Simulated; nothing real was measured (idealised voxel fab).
Process module name: voxel wiring stack
Xsec cut, 260 nm wide, square cell size 5 nm.
Think of the cross-section as a grid of square cells. We describe it in bands, top to bottom, and each band covers one or more rows of those cells.
What a band's entry tells you: where the top is and where the bottom is, as heights in nm, and after that what lies inside, material by material from left to right, each with its width in nm. Empty space is written as the word "blank", and a single material marked with the word "everywhere" occupies the band from edge to edge.
Height datum 0, below which the as-received substrate wafer is one material. Lowest band open at the bottom, running downward: "0..down".
The width entry "30->40" should be interpreted row by row: the top row of cells in the band takes the first number, the bottom row takes the second number, and the change between adjacent rows is uniform throughout.
No cell of the cross-section changed in a step that is given as "nothing altered".
Enclosed voids (no open way to top), threshold 8 cells or more, entry "Fully sealed cavities", notation width x height at distance, distance from left edge, nm.
That trailing text on a step's line, after the settings, is the simulator's own remark on the step.
You can add "overlay nm" to a step's line. For a step with a mask, it describes how far the mask lay to the right of its planned position, and a negative number describes a lay to the left.
For the reader: what remains of this document is a series of pairs, each showing a cross-section before one process step and a cross-section after that step which reaches down only to the lowest band that changed, with the step between them and its settings set out under the pair. It should not be assumed that a pair continues from the pair above it; the pairs can come from different runs of this module on the same starting wafer, and such continuity exists only where the entry headed "Pre-step" says so.

Pre-step:
    180..175 = 75 blank, 35 SiCN, 5 blank, 35 SiCN, 5 blank, 35 SiCN, 70 blank
    175..150 = 75 blank, 5 SiCN, 25 W, 5 SiCN, 5 blank, 5 SiCN, 25 W, 5 SiCN, 5 blank, 5 SiCN, 25 W, 5 SiCN, 70 blank
    150..145 = 80 SiCN, 25 TiN, 15 SiCN, 25 TiN, 15 SiCN, 25 TiN, 75 SiCN
    145..125 = 80 SiO2, 15 Ru, 25 SiO2, 15 Ru, 25 SiO2, 15 Ru, 85 SiO2
    125..120 = 80 SiCN, 15 Ru, 25 SiCN, 15 Ru, 25 SiCN, 15 Ru, 85 SiCN
    120..110 = 80 lowk, 5 TiN, 10 Cu, 5 TiN, 20 lowk, 5 TiN, 10 Cu, 5 TiN, 20 lowk, 5 TiN, 10 Cu, 5 TiN, 80 lowk
    110..105 = 80 lowk, 5 TiN, 5 Cu, 10 TiN, 20 lowk, 5 TiN, 5 Cu, 10 TiN, 20 lowk, 5 TiN, 5 Cu, 10 TiN, 80 lowk
    105..90 = 80 lowk, 5 TiN, 5 Cu, 5 TiN, 25 lowk, 5 TiN, 5 Cu, 5 TiN, 25 lowk, 5 TiN, 5 Cu, 5 TiN, 85 lowk
    90..85 = 80 SiCN, 15 TiN, 25 SiCN, 15 TiN, 25 SiCN, 15 TiN, 85 SiCN
    85..65 = 80 lowk, 5 TiN, 10 W, 5 TiN, 20 lowk, 5 TiN, 10 W, 5 TiN, 20 lowk, 5 TiN, 10 W, 5 TiN, 80 lowk
    65..60 = 80 SiCN, 20 TiN, 20 SiCN, 20 TiN, 20 SiCN, 20 TiN, 80 SiCN
    60..45 = 80 SiO2, 15 Ru, 25 SiO2, 15 Ru, 25 SiO2, 15 Ru, 85 SiO2
    45..35 = 80->75 SiCN, 15->30 Ru, 25->10 SiCN, 15->30 Ru, 25->10 SiCN, 15->30 Ru, 85->75 SiCN
    35..20 = 80 lowk, 5 TiN, 10 Cu, 5 TiN, 20 lowk, 5 TiN, 10 Cu, 5 TiN, 20 lowk, 5 TiN, 10 Cu, 5 TiN, 80 lowk
    20..15 = 80 SiCN, 20 TiN, 20 SiCN, 20 TiN, 20 SiCN, 20 TiN, 80 SiCN
    15..0 = SiO2 everywhere
    0..down = Si everywhere
    Fully sealed cavities: none

Sectional Result:
    185..180 = SiO2 everywhere
    180..175 = 75 SiO2, 35 SiCN, 5 SiO2, 35 SiCN, 5 SiO2, 35 SiCN, 70 SiO2
    175..150 = 75 SiO2, 5 SiCN, 25 W, 5 SiCN, 5 SiO2, 5 SiCN, 25 W, 5 SiCN, 5 SiO2, 5 SiCN, 25 W, 5 SiCN, 70 SiO2
    Under the height 150 nothing was changed.
    Fully sealed cavities: none
The two cross-sections above bracket this step: op FILL_DEP | material SiO2 | thk nm 5

Pre-step: the wafer arrives at this step looking as the after cross-section in the pair just above shows it.

Sectional Result:
    175..150 = 75 SiO2, 5 SiCN, 25 W, 5 SiCN, 5 SiO2, 5 SiCN, 25 W, 5 SiCN, 5 SiO2, 5 SiCN, 25 W, 5 SiCN, 70 SiO2
    Under the height 150 nothing was changed.
    Fully sealed cavities: none
The two cross-sections above bracket this step: op CMP | height nm 175

Pre-step: the wafer arrives at this step looking as the after cross-section in the pair just above shows it.

Sectional Result:
    180..175 = SiCN everywhere
    Under the height 175 nothing was changed.
    Fully sealed cavities: none
The two cross-sections above bracket this step: op CONFORMAL_DEP | material SiCN | thk nm 5

Pre-step:
    175..150 = 80 blank, 20 W, 20 blank, 20 W, 20 blank, 20 W, 80 blank
    150..145 = TiN everywhere
    145..125 = 80 SiO2, 15 Ru, 25 SiO2, 15 Ru, 25 SiO2, 15 Ru, 85 SiO2
    125..120 = 80 SiCN, 15 Ru, 25 SiCN, 15 Ru, 25 SiCN, 15 Ru, 85 SiCN
    120..110 = 80 lowk, 5 TiN, 10 Cu, 5 TiN, 20 lowk, 5 TiN, 10 Cu, 5 TiN, 20 lowk, 5 TiN, 10 Cu, 5 TiN, 80 lowk
    110..105 = 80 lowk, 5 TiN, 5 Cu, 10 TiN, 20 lowk, 5 TiN, 5 Cu, 10 TiN, 20 lowk, 5 TiN, 5 Cu, 10 TiN, 80 lowk
    105..90 = 80 lowk, 5 TiN, 5 Cu, 5 TiN, 25 lowk, 5 TiN, 5 Cu, 5 TiN, 25 lowk, 5 TiN, 5 Cu, 5 TiN, 85 lowk
    90..85 = 80 SiCN, 15 TiN, 25 SiCN, 15 TiN, 25 SiCN, 15 TiN, 85 SiCN
    85..65 = 80 lowk, 5 TiN, 10 W, 5 TiN, 20 lowk, 5 TiN, 10 W, 5 TiN, 20 lowk, 5 TiN, 10 W, 5 TiN, 80 lowk
    65..60 = 80 SiCN, 20 TiN, 20 SiCN, 20 TiN, 20 SiCN, 20 TiN, 80 SiCN
    60..45 = 80 SiO2, 15 Ru, 25 SiO2, 15 Ru, 25 SiO2, 15 Ru, 85 SiO2
    45..35 = 80->75 SiCN, 15->30 Ru, 25->10 SiCN, 15->30 Ru, 25->10 SiCN, 15->30 Ru, 85->75 SiCN
    35..20 = 80 lowk, 5 TiN, 10 Cu, 5 TiN, 20 lowk, 5 TiN, 10 Cu, 5 TiN, 20 lowk, 5 TiN, 10 Cu, 5 TiN, 80 lowk
    20..15 = 80 SiCN, 20 TiN, 20 SiCN, 20 TiN, 20 SiCN, 20 TiN, 80 SiCN
    15..0 = SiO2 everywhere
    0..down = Si everywhere
    Fully sealed cavities: none

Sectional Result:
    175..150 = 80 blank, 20 W, 20 blank, 20 W, 20 blank, 20 W, 80 blank
    150..145 = 80 blank, 30 TiN, 10 blank, 30 TiN, 10 blank, 30 TiN, 70 blank
    Under the height 145 nothing was changed.
    Fully sealed cavities: none
The two cross-sections above bracket this step: op MASKED_ETCH | tone cover | mask id METAL_4 | width nm 20 | pitch nm 40 | etch materials TiN | depth nm 5 | overlay nm 10

Pre-step: the wafer arrives at this step looking as the after cross-section in the pair just above shows it.

Sectional Result:
    180..175 = 75 blank, 30 SiCN, 10 blank, 30 SiCN, 10 blank, 30 SiCN, 75 blank
    175..155 = 75 blank, 5 SiCN, 20 W, 5 SiCN, 10 blank, 5 SiCN, 20 W, 5 SiCN, 10 blank, 5 SiCN, 20 W, 5 SiCN, 75 blank
    155..150 = 75 blank, 5 SiCN, 20 W, 20 SiCN, 20 W, 20 SiCN, 20 W, 15 SiCN, 65 blank
    150..145 = 80 SiCN, 30 TiN, 10 SiCN, 30 TiN, 10 SiCN, 30 TiN, 70 SiCN
    Under the height 145 nothing was changed.
    Fully sealed cavities: none
The two cross-sections above bracket this step: op CONFORMAL_DEP | material SiCN | thk nm 5

Pre-step: the wafer arrives at this step looking as the after cross-section in the pair just above shows it.

Sectional Result:
    185..180 = SiO2 everywhere
    180..175 = 75 SiO2, 30 SiCN, 10 SiO2, 30 SiCN, 10 SiO2, 30 SiCN, 75 SiO2
    175..155 = 75 SiO2, 5 SiCN, 20 W, 5 SiCN, 10 SiO2, 5 SiCN, 20 W, 5 SiCN, 10 SiO2, 5 SiCN, 20 W, 5 SiCN, 75 SiO2
    155..150 = 75 SiO2, 5 SiCN, 20 W, 20 SiCN, 20 W, 20 SiCN, 20 W, 15 SiCN, 65 SiO2
    Under the height 150 nothing was changed.
    Fully sealed cavities: none
The two cross-sections above bracket this step: op FILL_DEP | material SiO2 | thk nm 5

Pre-step: the wafer arrives at this step looking as the after cross-section in the pair just above shows it.

Sectional Result:
    175..155 = 75 SiO2, 5 SiCN, 20 W, 5 SiCN, 10 SiO2, 5 SiCN, 20 W, 5 SiCN, 10 SiO2, 5 SiCN, 20 W, 5 SiCN, 75 SiO2
    Under the height 155 nothing was changed.
    Fully sealed cavities: none
The two cross-sections above bracket this step: op CMP | height nm 175

Pre-step: the wafer arrives at this step looking as the after cross-section in the pair just above shows it.

Sectional Result:
    180..175 = SiCN everywhere
    Under the height 175 nothing was changed.
    Fully sealed cavities: none
The two cross-sections above bracket this step: op CONFORMAL_DEP | material SiCN | thk nm 5

Pre-step:
    40..35 = 85 TiN, 10 blank, 30 TiN, 10 blank, 30 TiN, 10 blank, 85 TiN
    35..20 = 80 lowk, 5 TiN, 10 blank, 5 TiN, 20 lowk, 5 TiN, 10 blank, 5 TiN, 20 lowk, 5 TiN, 10 blank, 5 TiN, 80 lowk
    20..15 = 80 SiCN, 20 TiN, 20 SiCN, 20 TiN, 20 SiCN, 20 TiN, 80 SiCN
    15..0 = SiO2 everywhere
    0..down = Si everywhere
    Fully sealed cavities: none

Sectional Result:
    45..40 = aC everywhere
    40..35 = 85 TiN, 10 aC, 30 TiN, 10 aC, 30 TiN, 10 aC, 85 TiN
    35..20 = 80 lowk, 5 TiN, 10 aC, 5 TiN, 20 lowk, 5 TiN, 10 aC, 5 TiN, 20 lowk, 5 TiN, 10 aC, 5 TiN, 80 lowk
    Under the height 20 nothing was changed.
    Fully sealed cavities: none
The two cross-sections above bracket this step: op FILL_DEP | material aC | thk nm 5

Pre-step: the wafer arrives at this step looking as the after cross-section in the pair just above shows it.

Sectional Result:
    35..20 = 80 lowk, 5 TiN, 10 aC, 5 TiN, 20 lowk, 5 TiN, 10 aC, 5 TiN, 20 lowk, 5 TiN, 10 aC, 5 TiN, 80 lowk
    Under the height 20 nothing was changed.
    Fully sealed cavities: none
The two cross-sections above bracket this step: op CMP | height nm 35

Pre-step: the wafer arrives at this step looking as the after cross-section in the pair just above shows it.

Sectional Result:
    40..35 = 75 blank, 30 Ru, 10 blank, 30 Ru, 10 blank, 30 Ru, 75 blank
    Under the height 35 nothing was changed.
    Fully sealed cavities: none
The two cross-sections above bracket this step: op EPI | material Ru | thk nm 5

Pre-step: the wafer arrives at this step looking as the after cross-section in the pair just above shows it.

Sectional Result:
    45..40 = SiCN everywhere
    40..35 = 75 SiCN, 30 Ru, 10 SiCN, 30 Ru, 10 SiCN, 30 Ru, 75 SiCN
    Under the height 35 nothing was changed.
    Fully sealed cavities: none
The two cross-sections above bracket this step: op FILL_DEP | material SiCN | thk nm 5

Pre-step: the wafer arrives at this step looking as the after cross-section in the pair just above shows it.

Sectional Result:
    60..45 = SiO2 everywhere
    Under the height 45 nothing was changed.
    Fully sealed cavities: none
The two cross-sections above bracket this step: op DIRECTIONAL_DEP | material SiO2 | thk nm 15

Pre-step: the wafer arrives at this step looking as the after cross-section in the pair just above shows it.

Sectional Result:
    75..60 = aC everywhere
    Under the height 60 nothing was changed.
    Fully sealed cavities: none
The two cross-sections above bracket this step: op DIRECTIONAL_DEP | material aC | thk nm 15

Pre-step: the wafer arrives at this step looking as the after cross-section in the pair just above shows it.

Sectional Result:
    105..75 = 80 resist, 15 blank, 25 resist, 15 blank, 25 resist, 15 blank, 85 resist
    Under the height 75 nothing was changed.
    Fully sealed cavities: none
The two cross-sections above bracket this step: op PATTERN | tone open | mask id PLUG_1 | material resist | width nm 15 | pitch nm 40 | thk nm 30 | overlay nm 0

Pre-step: the wafer arrives at this step looking as the after cross-section in the pair just above shows it.

Sectional Result:
    90..75 = 80 resist, 15 blank, 25 resist, 15 blank, 25 resist, 15 blank, 85 resist
    75..60 = 80 aC, 15 blank, 25 aC, 15 blank, 25 aC, 15 blank, 85 aC
    Under the height 60 nothing was changed.
    Fully sealed cavities: none
The two cross-sections above bracket this step: op DIRECTIONAL_ETCH | etch materials aC | depth nm 15

Pre-step: the wafer arrives at this step looking as the after cross-section in the pair just above shows it.

Sectional Result:
    75..60 = 80 aC, 15 blank, 25 aC, 15 blank, 25 aC, 15 blank, 85 aC
    Under the height 60 nothing was changed.
    Fully sealed cavities: none
The two cross-sections above bracket this step: op STRIP | etch materials resist

Pre-step: the wafer arrives at this step looking as the after cross-section in the pair just above shows it.

Sectional Result:
    75..60 = 80 aC, 15 blank, 25 aC, 15 blank, 25 aC, 15 blank, 85 aC
    60..45 = 80 SiO2, 15 blank, 25 SiO2, 15 blank, 25 SiO2, 15 blank, 85 SiO2
    Under the height 45 nothing was changed.
    Fully sealed cavities: none
The two cross-sections above bracket this step: op DIRECTIONAL_ETCH | etch materials SiO2 | depth nm 15

Pre-step: the wafer arrives at this step looking as the after cross-section in the pair just above shows it.

Sectional Result:
    75..60 = 80 aC, 15 blank, 25 aC, 15 blank, 25 aC, 15 blank, 85 aC
    60..45 = 80 SiO2, 15 blank, 25 SiO2, 15 blank, 25 SiO2, 15 blank, 85 SiO2
    45..40 = 80 SiCN, 15 blank, 25 SiCN, 15 blank, 25 SiCN, 15 blank, 85 SiCN
    Under the height 40 nothing was changed.
    Fully sealed cavities: none
The two cross-sections above bracket this step: op DIRECTIONAL_ETCH | etch materials SiCN | depth nm 5

Pre-step: the wafer arrives at this step looking as the after cross-section in the pair just above shows it.

Sectional Result:
    60..45 = 80 SiO2, 15 blank, 25 SiO2, 15 blank, 25 SiO2, 15 blank, 85 SiO2
    Under the height 45 nothing was changed.
    Fully sealed cavities: none
The two cross-sections above bracket this step: op STRIP | etch materials aC

Pre-step: the wafer arrives at this step looking as the after cross-section in the pair just above shows it.

Sectional Result:
    60..50 = 80 SiO2, 15 blank, 25 SiO2, 15 blank, 25 SiO2, 15 blank, 85 SiO2
    50..45 = 80 SiO2, 15 Ru, 25 SiO2, 15 Ru, 25 SiO2, 15 Ru, 85 SiO2
    45..35 = 80->75 SiCN, 15->30 Ru, 25->10 SiCN, 15->30 Ru, 25->10 SiCN, 15->30 Ru, 85->75 SiCN
    Under the height 35 nothing was changed.
    Fully sealed cavities: none
The two cross-sections above bracket this step: op EPI | material Ru | thk nm 10

Pre-step: the wafer arrives at this step looking as the after cross-section in the pair just above shows it.

Sectional Result:
    60..45 = 80 SiO2, 15 Ru, 25 SiO2, 15 Ru, 25 SiO2, 15 Ru, 85 SiO2
    Under the height 45 nothing was changed.
    Fully sealed cavities: none
The two cross-sections above bracket this step: op EPI | material Ru | thk nm 10

Pre-step: the wafer arrives at this step looking as the after cross-section in the pair just above shows it.

Sectional Result:
    65..60 = SiCN everywhere
    Under the height 60 nothing was changed.
    Fully sealed cavities: none
The two cross-sections above bracket this step: op CONFORMAL_DEP | material SiCN | thk nm 5

Pre-step: the wafer arrives at this step looking as the after cross-section in the pair just above shows it.

Sectional Result:
    85..65 = lowk everywhere
    Under the height 65 nothing was changed.
    Fully sealed cavities: none
The two cross-sections above bracket this step: op DIRECTIONAL_DEP | material lowk | thk nm 20

Pre-step: the wafer arrives at this step looking as the after cross-section in the pair just above shows it.

Sectional Result:
    100..85 = 80 resist, 20 blank, 20 resist, 20 blank, 20 resist, 20 blank, 80 resist
    Under the height 85 nothing was changed.
    Fully sealed cavities: none
The two cross-sections above bracket this step: op PATTERN | tone open | mask id METAL_2 | material resist | width nm 20 | pitch nm 40 | thk nm 15 | overlay nm 0

Pre-step: the wafer arrives at this step looking as the after cross-section in the pair just above shows it.

Sectional Result:
    100..85 = 80 resist, 20 blank, 20 resist, 20 blank, 20 resist, 20 blank, 80 resist
    85..65 = 80 lowk, 20 blank, 20 lowk, 20 blank, 20 lowk, 20 blank, 80 lowk
    Under the height 65 nothing was changed.
    Fully sealed cavities: none
The two cross-sections above bracket this step: op DIRECTIONAL_ETCH | etch materials lowk | depth nm 20

Pre-step: the wafer arrives at this step looking as the after cross-section in the pair just above shows it.

Sectional Result:
    100..85 = 80 resist, 20 blank, 20 resist, 20 blank, 20 resist, 20 blank, 80 resist
    85..65 = 80 lowk, 20 blank, 20 lowk, 20 blank, 20 lowk, 20 blank, 80 lowk
    65..60 = 80 SiCN, 20 blank, 20 SiCN, 20 blank, 20 SiCN, 20 blank, 80 SiCN
    Under the height 60 nothing was changed.
    Fully sealed cavities: none
The two cross-sections above bracket this step: op DIRECTIONAL_ETCH | etch materials SiCN | depth nm 5

Pre-step: the wafer arrives at this step looking as the after cross-section in the pair just above shows it.

Sectional Result:
    85..65 = 80 lowk, 20 blank, 20 lowk, 20 blank, 20 lowk, 20 blank, 80 lowk
    Under the height 65 nothing was changed.
    Fully sealed cavities: none
The two cross-sections above bracket this step: op STRIP | etch materials resist

Pre-step: the wafer arrives at this step looking as the after cross-section in the pair just above shows it.

Sectional Result:
    90..85 = 85 TiN, 10 blank, 30 TiN, 10 blank, 30 TiN, 10 blank, 85 TiN
    85..65 = 80 lowk, 5 TiN, 10 blank, 5 TiN, 20 lowk, 5 TiN, 10 blank, 5 TiN, 20 lowk, 5 TiN, 10 blank, 5 TiN, 80 lowk
    65..60 = 80 SiCN, 20 TiN, 20 SiCN, 20 TiN, 20 SiCN, 20 TiN, 80 SiCN
    Under the height 60 nothing was changed.
    Fully sealed cavities: none
The two cross-sections above bracket this step: op CONFORMAL_DEP | material TiN | thk nm 5

Pre-step: the wafer arrives at this step looking as the after cross-section in the pair just above shows it.

Sectional Result:
    95..90 = W everywhere
    90..85 = 85 TiN, 10 W, 30 TiN, 10 W, 30 TiN, 10 W, 85 TiN
    85..65 = 80 lowk, 5 TiN, 10 W, 5 TiN, 20 lowk, 5 TiN, 10 W, 5 TiN, 20 lowk, 5 TiN, 10 W, 5 TiN, 80 lowk
    Under the height 65 nothing was changed.
    Fully sealed cavities: none
The two cross-sections above bracket this step: op FILL_DEP | material W | thk nm 5

Pre-step: the wafer arrives at this step looking as the after cross-section in the pair just above shows it.

Sectional Result:
    85..65 = 80 lowk, 5 TiN, 10 W, 5 TiN, 20 lowk, 5 TiN, 10 W, 5 TiN, 20 lowk, 5 TiN, 10 W, 5 TiN, 80 lowk
    Under the height 65 nothing was changed.
    Fully sealed cavities: none
The two cross-sections above bracket this step: op CMP | height nm 85

Pre-step: the wafer arrives at this step looking as the after cross-section in the pair just above shows it.

Sectional Result:
    90..85 = SiCN everywhere
    Under the height 85 nothing was changed.
    Fully sealed cavities: none
The two cross-sections above bracket this step: op CONFORMAL_DEP | material SiCN | thk nm 5

Pre-step: the wafer arrives at this step looking as the after cross-section in the pair just above shows it.

Sectional Result:
    120..90 = lowk everywhere
    Under the height 90 nothing was changed.
    Fully sealed cavities: none
The two cross-sections above bracket this step: op DIRECTIONAL_DEP | material lowk | thk nm 30

Pre-step: the wafer arrives at this step looking as the after cross-section in the pair just above shows it.

Sectional Result:
    120..105 = 80 lowk, 20 blank, 20 lowk, 20 blank, 20 lowk, 20 blank, 80 lowk
    Under the height 105 nothing was changed.
    Fully sealed cavities: none
The two cross-sections above bracket this step: op MASKED_ETCH | tone open | mask id METAL_3 | width nm 20 | pitch nm 40 | etch materials lowk | depth nm 15 | overlay nm 0

Pre-step: the wafer arrives at this step looking as the after cross-section in the pair just above shows it.

Sectional Result:
    120..105 = 80 lowk, 20 blank, 20 lowk, 20 blank, 20 lowk, 20 blank, 80 lowk
    105..90 = 80 lowk, 15 blank, 25 lowk, 15 blank, 25 lowk, 15 blank, 85 lowk
    Under the height 90 nothing was changed.
    Fully sealed cavities: none
The two cross-sections above bracket this step: op MASKED_ETCH | tone open | mask id METAL_3_HOLES | width nm 15 | pitch nm 40 | etch materials lowk | depth nm 15 | overlay nm 0

Pre-step: the wafer arrives at this step looking as the after cross-section in the pair just above shows it.

Sectional Result:
    120..105 = 80 lowk, 20 blank, 20 lowk, 20 blank, 20 lowk, 20 blank, 80 lowk
    105..90 = 80 lowk, 15 blank, 25 lowk, 15 blank, 25 lowk, 15 blank, 85 lowk
    90..85 = 80 SiCN, 15 blank, 25 SiCN, 15 blank, 25 SiCN, 15 blank, 85 SiCN
    Under the height 85 nothing was changed.
    Fully sealed cavities: none
The two cross-sections above bracket this step: op MASKED_ETCH | tone open | mask id METAL_3_HOLES | width nm 15 | pitch nm 40 | etch materials SiCN | depth nm 5 | overlay nm 0

Pre-step: the wafer arrives at this step looking as the after cross-section in the pair just above shows it.

Sectional Result:
    125..120 = 85 TiN, 10 blank, 30 TiN, 10 blank, 30 TiN, 10 blank, 85 TiN
    120..110 = 80 lowk, 5 TiN, 10 blank, 5 TiN, 20 lowk, 5 TiN, 10 blank, 5 TiN, 20 lowk, 5 TiN, 10 blank, 5 TiN, 80 lowk
    110..105 = 80 lowk, 5 TiN, 5 blank, 10 TiN, 20 lowk, 5 TiN, 5 blank, 10 TiN, 20 lowk, 5 TiN, 5 blank, 10 TiN, 80 lowk
    105..90 = 80 lowk, 5 TiN, 5 blank, 5 TiN, 25 lowk, 5 TiN, 5 blank, 5 TiN, 25 lowk, 5 TiN, 5 blank, 5 TiN, 85 lowk
    90..85 = 80 SiCN, 15 TiN, 25 SiCN, 15 TiN, 25 SiCN, 15 TiN, 85 SiCN
    Under the height 85 nothing was changed.
    Fully sealed cavities: none
The two cross-sections above bracket this step: op CONFORMAL_DEP | material TiN | thk nm 5

Pre-step: the wafer arrives at this step looking as the after cross-section in the pair just above shows it.

Sectional Result:
    130..125 = Cu everywhere
    125..120 = 85 TiN, 10 Cu, 30 TiN, 10 Cu, 30 TiN, 10 Cu, 85 TiN
    120..110 = 80 lowk, 5 TiN, 10 Cu, 5 TiN, 20 lowk, 5 TiN, 10 Cu, 5 TiN, 20 lowk, 5 TiN, 10 Cu, 5 TiN, 80 lowk
    110..105 = 80 lowk, 5 TiN, 5 Cu, 10 TiN, 20 lowk, 5 TiN, 5 Cu, 10 TiN, 20 lowk, 5 TiN, 5 Cu, 10 TiN, 80 lowk
    105..90 = 80 lowk, 5 TiN, 5 Cu, 5 TiN, 25 lowk, 5 TiN, 5 Cu, 5 TiN, 25 lowk, 5 TiN, 5 Cu, 5 TiN, 85 lowk
    Under the height 90 nothing was changed.
    Fully sealed cavities: none
The two cross-sections above bracket this step: op FILL_DEP | material Cu | thk nm 5

Pre-step: the wafer arrives at this step looking as the after cross-section in the pair just above shows it.

Sectional Result:
    120..110 = 80 lowk, 5 TiN, 10 Cu, 5 TiN, 20 lowk, 5 TiN, 10 Cu, 5 TiN, 20 lowk, 5 TiN, 10 Cu, 5 TiN, 80 lowk
    Under the height 110 nothing was changed.
    Fully sealed cavities: none
The two cross-sections above bracket this step: op CMP | height nm 120

Pre-step: the wafer arrives at this step looking as the after cross-section in the pair just above shows it.

Sectional Result:
    125..120 = SiCN everywhere
    Under the height 120 nothing was changed.
    Fully sealed cavities: none
The two cross-sections above bracket this step: op CONFORMAL_DEP | material SiCN | thk nm 5

Pre-step: the wafer arrives at this step looking as the after cross-section in the pair just above shows it.

Sectional Result:
    145..125 = SiO2 everywhere
    Under the height 125 nothing was changed.
    Fully sealed cavities: none
The two cross-sections above bracket this step: op DIRECTIONAL_DEP | material SiO2 | thk nm 20

Pre-step: the wafer arrives at this step looking as the after cross-section in the pair just above shows it.

Sectional Result:
    145..125 = 80 SiO2, 15 blank, 25 SiO2, 15 blank, 25 SiO2, 15 blank, 85 SiO2
    Under the height 125 nothing was changed.
    Fully sealed cavities: none
The two cross-sections above bracket this step: op MASKED_ETCH | tone open | mask id PLUG_3 | width nm 15 | pitch nm 40 | etch materials SiO2 | depth nm 20 | overlay nm 0

Pre-step: the wafer arrives at this step looking as the after cross-section in the pair just above shows it.

Sectional Result:
    145..125 = 80 SiO2, 15 blank, 25 SiO2, 15 blank, 25 SiO2, 15 blank, 85 SiO2
    125..120 = 80 SiCN, 15 blank, 25 SiCN, 15 blank, 25 SiCN, 15 blank, 85 SiCN
    Under the height 120 nothing was changed.
    Fully sealed cavities: none
The two cross-sections above bracket this step: op MASKED_ETCH | tone open | mask id PLUG_3 | width nm 15 | pitch nm 40 | etch materials SiCN | depth nm 5 | overlay nm 0

Pre-step: the wafer arrives at this step looking as the after cross-section in the pair just above shows it.

Sectional Result:
    145..130 = 80 SiO2, 15 blank, 25 SiO2, 15 blank, 25 SiO2, 15 blank, 85 SiO2
    130..125 = 80 SiO2, 15 Ru, 25 SiO2, 15 Ru, 25 SiO2, 15 Ru, 85 SiO2
    125..120 = 80 SiCN, 15 Ru, 25 SiCN, 15 Ru, 25 SiCN, 15 Ru, 85 SiCN
    Under the height 120 nothing was changed.
    Fully sealed cavities: none
The two cross-sections above bracket this step: op EPI | material Ru | thk nm 10

Pre-step: the wafer arrives at this step looking as the after cross-section in the pair just above shows it.

Sectional Result:
    145..140 = 80 SiO2, 15 blank, 25 SiO2, 15 blank, 25 SiO2, 15 blank, 85 SiO2
    140..125 = 80 SiO2, 15 Ru, 25 SiO2, 15 Ru, 25 SiO2, 15 Ru, 85 SiO2
    Under the height 125 nothing was changed.
    Fully sealed cavities: none
The two cross-sections above bracket this step: op EPI | material Ru | thk nm 10

Pre-step: the wafer arrives at this step looking as the after cross-section in the pair just above shows it.

Sectional Result:
    145..125 = 80 SiO2, 15 Ru, 25 SiO2, 15 Ru, 25 SiO2, 15 Ru, 85 SiO2
    Under the height 125 nothing was changed.
    Fully sealed cavities: none
The two cross-sections above bracket this step: op EPI | material Ru | thk nm 5

Pre-step: the wafer arrives at this step looking as the after cross-section in the pair just above shows it.

Sectional Result:
    150..145 = TiN everywhere
    Under the height 145 nothing was changed.
    Fully sealed cavities: none
The two cross-sections above bracket this step: op DIRECTIONAL_DEP | material TiN | thk nm 5

Pre-step: the wafer arrives at this step looking as the after cross-section in the pair just above shows it.

Sectional Result:
    175..150 = W everywhere
    Under the height 150 nothing was changed.
    Fully sealed cavities: none
The two cross-sections above bracket this step: op DIRECTIONAL_DEP | material W | thk nm 25

Pre-step: the wafer arrives at this step looking as the after cross-section in the pair just above shows it.

Sectional Result:
    175..150 = 80 blank, 20 W, 20 blank, 20 W, 20 blank, 20 W, 80 blank
    Under the height 150 nothing was changed.
    Fully sealed cavities: none
The two cross-sections above bracket this step: op MASKED_ETCH | tone cover | mask id METAL_4 | width nm 20 | pitch nm 40 | etch materials W | depth nm 25 | overlay nm 0

Pre-step: the wafer arrives at this step looking as the after cross-section in the pair just above shows it.

Sectional Result:
    175..150 = 80 blank, 20 W, 20 blank, 20 W, 20 blank, 20 W, 80 blank
    150..145 = 80 blank, 20 TiN, 20 blank, 20 TiN, 20 blank, 20 TiN, 80 blank
    Under the height 145 nothing was changed.
    Fully sealed cavities: none
The two cross-sections above bracket this step: op MASKED_ETCH | tone cover | mask id METAL_4 | width nm 20 | pitch nm 40 | etch materials TiN | depth nm 5 | overlay nm 0

Pre-step: the wafer arrives at this step looking as the after cross-section in the pair just above shows it.

Sectional Result:
    180..175 = 75 blank, 30 SiCN, 10 blank, 30 SiCN, 10 blank, 30 SiCN, 75 blank
    175..150 = 75 blank, 5 SiCN, 20 W, 5 SiCN, 10 blank, 5 SiCN, 20 W, 5 SiCN, 10 blank, 5 SiCN, 20 W, 5 SiCN, 75 blank
    150..145 = 80 SiCN, 20 TiN, 20 SiCN, 20 TiN, 20 SiCN, 20 TiN, 80 SiCN
    Under the height 145 nothing was changed.
    Fully sealed cavities: none
The two cross-sections above bracket this step: op CONFORMAL_DEP | material SiCN | thk nm 5

Pre-step: the wafer arrives at this step looking as the after cross-section in the pair just above shows it.

Sectional Result:
    185..180 = SiO2 everywhere
    180..175 = 75 SiO2, 30 SiCN, 10 SiO2, 30 SiCN, 10 SiO2, 30 SiCN, 75 SiO2
    175..150 = 75 SiO2, 5 SiCN, 20 W, 5 SiCN, 10 SiO2, 5 SiCN, 20 W, 5 SiCN, 10 SiO2, 5 SiCN, 20 W, 5 SiCN, 75 SiO2
    Under the height 150 nothing was changed.
    Fully sealed cavities: none
The two cross-sections above bracket this step: op FILL_DEP | material SiO2 | thk nm 5

Pre-step: the wafer arrives at this step looking as the after cross-section in the pair just above shows it.

Sectional Result:
    175..150 = 75 SiO2, 5 SiCN, 20 W, 5 SiCN, 10 SiO2, 5 SiCN, 20 W, 5 SiCN, 10 SiO2, 5 SiCN, 20 W, 5 SiCN, 75 SiO2
    Under the height 150 nothing was changed.
    Fully sealed cavities: none
The two cross-sections above bracket this step: op CMP | height nm 175

Pre-step: the wafer arrives at this step looking as the after cross-section in the pair just above shows it.

Sectional Result:
    180..175 = SiCN everywhere
    Under the height 175 nothing was changed.
    Fully sealed cavities: none
The two cross-sections above bracket this step: op CONFORMAL_DEP | material SiCN | thk nm 5
